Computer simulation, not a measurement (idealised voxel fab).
The name of this process module is voxel capacitor over wiring.
In the cross-section labelled cut, the width is 295 nm and each square cell is 5 nm.
The cross-sections in this document take the form of a grid made of square cells. They are written out as bands, in order from top to bottom. Each band consists of one or more rows of cells.
Look at the band entry: it leads with the top's height and the bottom's height in nm. Then it lists the materials left to right, with a width in nm for each. The word "all across" on a single material says that material fills the band edge to edge. The word "blank" is empty space.
Heights are expressed relative to 0, this being the level below which the as-received wafer comprises one material exclusively. The lowest band is unbounded in the downward direction and is denoted as in "top 0, no bottom".
When a width is written as two numbers, as in "30 to 40", the first number is the width in the top row of cells of the band and the second is the width in its bottom row, and the width changes by the same amount from each row to the next.
For the purposes of this document, the phrase "all unchanged" attached to a step denotes that no cell within the cross-section was modified by that step.
Reported under the label "Fully sealed cavities" are the empty spaces having no open way to the top and comprising 8 cells or more; the notation for each is width x height at distance, in which the distance is measured from the left edge and all three values are in nm.
The remark found on a step's line after its settings is issued by the simulator itself and pertains to that step.
A step's line can hold "overlay nm"; with a mask on that step, the setting says how far right of the planned place the mask lay, while a negative setting says it lay to the left.
# Set out below are the planned steps of the process
| 1 | RECEIVE, material Si |
| 2 | CONFORMAL_DEP, material SiO2, thk nm 15 |
| 3 | DIRECTIONAL_DEP, material TiN, thk nm 5 |
| 4 | DIRECTIONAL_DEP, material W, thk nm 25 |
| 5 | MASKED_ETCH, tone cover, mask id METAL_1, width nm 25, pitch nm 90, etch materials W, depth nm 25, overlay nm 0 |
| 6 | MASKED_ETCH, tone cover, mask id METAL_1, width nm 25, pitch nm 90, etch materials TiN, depth nm 5, overlay nm 0 |
| 7 | FILL_DEP, material SiO2, thk nm 5 |
| 8 | CMP, height nm 45 |
| 9 | CONFORMAL_DEP, material SiCN, thk nm 5 |
| 10 | DIRECTIONAL_DEP, material SiO2, thk nm 10 |
| 11 | PATTERN, tone open, mask id PLUG_1, material resist, width nm 15, thk nm 15, overlay nm 0 |
| 12 | DIRECTIONAL_ETCH, etch materials SiO2, depth nm 10 |
| 13 | DIRECTIONAL_ETCH, etch materials SiCN, depth nm 5 |
| 14 | STRIP, etch materials resist |
| 15 | EPI, material Ru, thk nm 10 |
| 16 | EPI, material Ru, thk nm 5 |
| 17 | DIRECTIONAL_DEP, material TiN, thk nm 5 |
| 18 | DIRECTIONAL_DEP, material Al2O3, thk nm 5 |
| 19 | DIRECTIONAL_DEP, material TiN, thk nm 10 |
| 20 | PATTERN, tone cover, mask id UPPER_PLATE, material resist, width nm 70, thk nm 15, overlay nm 0 |
| 21 | DIRECTIONAL_ETCH, etch materials TiN, depth nm 10 |
| 22 | DIRECTIONAL_ETCH, etch materials Al2O3, depth nm 5 |
| 23 | STRIP, etch materials resist |
| 24 | MASKED_ETCH, tone cover, mask id LOWER_PLATE, width nm 80, etch materials TiN, depth nm 5, overlay nm 0 |
| 25 | FILL_DEP, material SiO2, thk nm 20 |
| 26 | CMP, height nm 95 |
| 27 | PATTERN, tone open, mask id PLUG_2, material resist, width nm 15, thk nm 15, overlay nm 0 |
| 28 | DIRECTIONAL_ETCH, etch materials SiO2, depth nm 15 |
| 29 | STRIP, etch materials resist |
| 30 | CONFORMAL_DEP, material TiN, thk nm 5 |
| 31 | FILL_DEP, material Cu, thk nm 10 |
| 32 | CMP, height nm 95 |
| 33 | CONFORMAL_DEP, material SiCN, thk nm 5 |
# As received (post step 1): cross-section
* top 0, no bottom  Si all across
* Fully sealed cavities: none
# Cross-section: first of two wafers, module finished, run according to plan
* top 100, bottom 95  SiCN all across
* top 95, bottom 85  SiO2=110, then TiN=5, then Cu=5, then TiN=5, then SiO2=170
* top 85, bottom 80  SiO2=110, then TiN=15, then SiO2=170
* top 80, bottom 70  SiO2=100, then TiN=70, then SiO2=125
* top 70, bottom 65  SiO2=100, then Al2O3=70, then SiO2=125
* top 65, bottom 60  SiO2=95, then TiN=80, then SiO2=120
* top 60, bottom 50  SiO2=100, then Ru=15, then SiO2=180
* top 50, bottom 45  SiCN=100, then Ru=15, then SiCN=180
* top 45, bottom 20  SiO2=90, then W=25, then SiO2=65, then W=25, then SiO2=90
* top 20, bottom 15  SiO2=90, then TiN=25, then SiO2=65, then TiN=25, then SiO2=90
* top 15, bottom 0  SiO2 all across
* top 0, no bottom  Si all across
* Fully sealed cavities: none
# Cross-section, wafer two of two, end of module: same start and plan as wafer one, one error in execution
* top 100, bottom 95  SiCN all across
* top 95, bottom 85  SiO2=110, then TiN=5, then Cu=5, then TiN=5, then SiO2=170
* top 85, bottom 80  SiO2=110, then TiN=15, then SiO2=170
* top 80, bottom 75  SiO2 all across
* top 75, bottom 70  SiO2=100, then TiN=70, then SiO2=125
* top 70, bottom 65  SiO2=100, then Al2O3=70, then SiO2=125
* top 65, bottom 60  TiN=95, then SiO2=5, then TiN=70, then SiO2=5, then TiN=120
* top 60, bottom 50  SiO2=100, then Ru=15, then SiO2=180
* top 50, bottom 45  SiCN=100, then Ru=15, then SiCN=180
* top 45, bottom 20  SiO2=90, then W=25, then SiO2=65, then W=25, then SiO2=90
* top 20, bottom 15  SiO2=90, then TiN=25, then SiO2=65, then TiN=25, then SiO2=90
* top 15, bottom 0  SiO2 all across
* top 0, no bottom  Si all across
* Fully sealed cavities: none
Heads up, the wafer didn't run the way we planned it: step 24 off recipe, ran as MASKED_ETCH, tone open, mask id LOWER_PLATE, width nm 80, etch materials TiN, depth nm 5, overlay nm 0
Wafer comparison, final, in cells, second relative to first, materials more or fewer: 27 fewer of SiO2; 27 more of TiN
